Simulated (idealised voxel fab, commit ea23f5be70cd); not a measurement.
A process module follows: voxel transistor to metal.
It is cross-section cut that appears here, measuring 295 nm in width, its square cells being 5 nm in size.
In this document a cross-section is written as a grid of square cells. It is given as a series of bands, listed from the top down, and a band is one or more rows of cells. In this notation a band is specified by the heights of its top and bottom, in that order and in nm, after which its materials appear from left to right, each paired with its width in nm. The word "edge to edge" attached to a single material means that material fills the band from edge to edge; the word "blank" stands for empty space. The level at which height equals 0 is the one under which the wafer, as it arrives, is entirely one material. No lower edge exists for the bottom band, which continues downward and is notated as in "0 down". Graded width ("30->40"): value in top row of band = first number; value in bottom row = second number; row-to-row change constant. "nothing changed" means the step left every cell of the cross-section as it was. Closed-off voids of 8+ cells (no open route to the top) go in "Enclosed cavity list", written width x height at distance from the left edge, in nm. Note: text after step settings on the step line = simulator remark on that step. overlay nm: how far to the right of its planned place the mask lay on this masked step (negative: to the left).

### This section lists the process steps that were planned
1,RECEIVE with material Si
2,CONFORMAL_DEP with material SiO2, thk nm 5
3,CONFORMAL_DEP with material SiN, thk nm 10
4,PATTERN with tone cover, mask id ACTIVE, material resist, width nm 115, pitch nm 145, thk nm 15, overlay nm 0
5,DIRECTIONAL_ETCH with etch materials SiN, depth nm 10
6,DIRECTIONAL_ETCH with etch materials SiO2, depth nm 5
7,DIRECTIONAL_ETCH with etch materials Si, depth nm 20
8,STRIP with etch materials resist
9,OXIDIZE with depth nm 5
10,FILL_DEP with material SiO2, thk nm 5
11,CMP with height nm 15
12,SELECTIVE_ETCH with etch materials SiO2, depth nm 10
13,STRIP with etch materials SiN
14,SELECTIVE_ETCH with etch materials SiO2, depth nm 5
15,OXIDIZE with depth nm 5
16,DIRECTIONAL_DEP with material polySi, thk nm 30
17,DIRECTIONAL_DEP with material SiCN, thk nm 10
18,DIRECTIONAL_DEP with material aC, thk nm 10
19,PATTERN with tone cover, mask id GATE, material resist, width nm 35, pitch nm 145, thk nm 25, overlay nm 0
20,DIRECTIONAL_ETCH with etch materials aC, depth nm 10
21,STRIP with etch materials resist
22,DIRECTIONAL_ETCH with etch materials SiCN, depth nm 20
23,DIRECTIONAL_ETCH with etch materials polySi, depth nm 40
24,STRIP with etch materials aC
25,CONFORMAL_DEP with material SiN, thk nm 10
26,DIRECTIONAL_ETCH with etch materials SiN, depth nm 10
27,DIRECTIONAL_ETCH with etch materials SiO2, depth nm 5
28,EPI with material pSi, thk nm 5
29,FILL_DEP with material SiO2, thk nm 10
30,CMP with height nm 30
31,STRIP with etch materials polySi
32,SELECTIVE_ETCH with etch materials SiO2, depth nm 5
33,CONFORMAL_DEP with material HfO2, thk nm 5
34,CONFORMAL_DEP with material TiN, thk nm 5
35,FILL_DEP with material W, thk nm 10
36,CMP with height nm 25
37,DIRECTIONAL_DEP with material SiO2, thk nm 10
38,MASKED_ETCH with tone open, mask id CONTACT, width nm 15, etch materials SiO2, depth nm 35, overlay nm 0
39,CONFORMAL_DEP with material TiN, thk nm 5
40,FILL_DEP with material Ru, thk nm 5
41,CMP with height nm 35
42,DIRECTIONAL_DEP with material TiN, thk nm 5
43,DIRECTIONAL_DEP with material Ru, thk nm 15
44,DIRECTIONAL_DEP with material aC, thk nm 15
45,PATTERN with tone cover, mask id METAL_1, material resist, width nm 15, thk nm 30, overlay nm 0
46,DIRECTIONAL_ETCH with etch materials aC, depth nm 15
47,STRIP with etch materials resist
48,DIRECTIONAL_ETCH with etch materials Ru, depth nm 15
49,DIRECTIONAL_ETCH with etch materials TiN, depth nm 5
50,STRIP with etch materials aC
51,CONFORMAL_DEP with material SiN, thk nm 5
52,FILL_DEP with material lowk, thk nm 5
53,CMP with height nm 55
54,CONFORMAL_DEP with material SiN, thk nm 5

### Cross-section: wafer on arrival = after step 1
- 0 down: Si edge to edge
- Enclosed cavity list: none

### As-planned run: cross-section of the first of two wafers at end of module
- 60 to 55: SiN edge to edge
- 55 to 40: lowk 20 | SiN 5 | Ru 15 | SiN 5 | lowk 55 | SiN 5 | Ru 15 | SiN 5 | lowk 40 | SiN 5 | Ru 15 | SiN 5 | lowk 55 | SiN 5 | Ru 15 | SiN 5 | lowk 25
- 40 to 35: SiN 25 | TiN 15 | SiN 65 | TiN 15 | SiN 50 | TiN 15 | SiN 65 | TiN 15 | SiN 30
- 35 to 25: SiO2 25 | TiN 5 | Ru 5 | TiN 5 | SiO2 65 | TiN 5 | Ru 5 | TiN 5 | SiO2 50 | TiN 5 | Ru 5 | TiN 5 | SiO2 65 | TiN 5 | Ru 5 | TiN 5 | SiO2 30
- 25 to 5: SiO2 25 | TiN 5 | Ru 5 | TiN 5 | SiO2 5 | SiN 10 | HfO2 5 | TiN 5 | W 15 | TiN 5 | HfO2 5 | SiN 10 | SiO2 5 | TiN 5 | Ru 5 | TiN 5 | SiO2 50 | TiN 5 | Ru 5 | TiN 5 | SiO2 5 | SiN 10 | HfO2 5 | TiN 5 | W 15 | TiN 5 | HfO2 5 | SiN 10 | SiO2 5 | TiN 5 | Ru 5 | TiN 5 | SiO2 30
- 5 to 0: SiO2 25 | TiN 15 | SiO2 5 | SiN 10 | HfO2 5 | TiN 25 | HfO2 5 | SiN 10 | SiO2 5 | TiN 15 | SiO2 50 | TiN 15 | SiO2 5 | SiN 10 | HfO2 5 | TiN 25 | HfO2 5 | SiN 10 | SiO2 5 | TiN 15 | SiO2 30
- 0 to -5: SiO2 15 | pSi 30 | SiO2 5 | HfO2 45 | SiO2 5 | pSi 30 | SiO2 30 | pSi 30 | SiO2 5 | HfO2 45 | SiO2 5 | pSi 30 | SiO2 20
- -5 to -25: SiO2 20 | Si 105 | SiO2 40 | Si 105 | SiO2 25
- -25 down: Si edge to edge
- Enclosed cavity list: none

### The second wafer, shown in cross-section after the module: started the same way as the first and given the same plan, yet one mistake crept into how it was run
- 60 to 55: SiN edge to edge
- 55 to 40: lowk 20 | SiN 5 | Ru 15 | SiN 5 | lowk 55 | SiN 5 | Ru 15 | SiN 5 | lowk 40 | SiN 5 | Ru 15 | SiN 5 | lowk 55 | SiN 5 | Ru 15 | SiN 5 | lowk 25
- 40 to 35: SiN 25 | TiN 15 | SiN 65 | TiN 15 | SiN 50 | TiN 15 | SiN 65 | TiN 15 | SiN 30
- 35 to 25: SiO2 25 | TiN 5 | Ru 5 | TiN 5 | SiO2 65 | TiN 5 | Ru 5 | TiN 5 | SiO2 50 | TiN 5 | Ru 5 | TiN 5 | SiO2 65 | TiN 5 | Ru 5 | TiN 5 | SiO2 30
- 25 to 5: SiO2 25 | TiN 5 | Ru 5 | TiN 5 | SiO2 5 | SiN 10 | TiN 5 | W 25 | TiN 5 | SiN 10 | SiO2 5 | TiN 5 | Ru 5 | TiN 5 | SiO2 50 | TiN 5 | Ru 5 | TiN 5 | SiO2 5 | SiN 10 | TiN 5 | W 25 | TiN 5 | SiN 10 | SiO2 5 | TiN 5 | Ru 5 | TiN 5 | SiO2 30
- 5 to 0: SiO2 25 | TiN 15 | SiO2 5 | SiN 10 | TiN 5 | W 25 | TiN 5 | SiN 10 | SiO2 5 | TiN 15 | SiO2 50 | TiN 15 | SiO2 5 | SiN 10 | TiN 5 | W 25 | TiN 5 | SiN 10 | SiO2 5 | TiN 15 | SiO2 30
- 0 to -5: SiO2 15 | pSi 30 | SiO2 5 | TiN 45 | SiO2 5 | pSi 30 | SiO2 30 | pSi 30 | SiO2 5 | TiN 45 | SiO2 5 | pSi 30 | SiO2 20
- -5 to -25: SiO2 20 | Si 105 | SiO2 40 | Si 105 | SiO2 25
- -25 down: Si edge to edge
- Enclosed cavity list: none
What was done differently from what was planned? it should be noted that step 33 of the plan was omitted and was not performed
It is noted that, at the conclusion of processing, the second wafer exhibits a higher or lower cell count for certain materials relative to the first: -38 HfO2 | +12 TiN | +26 W
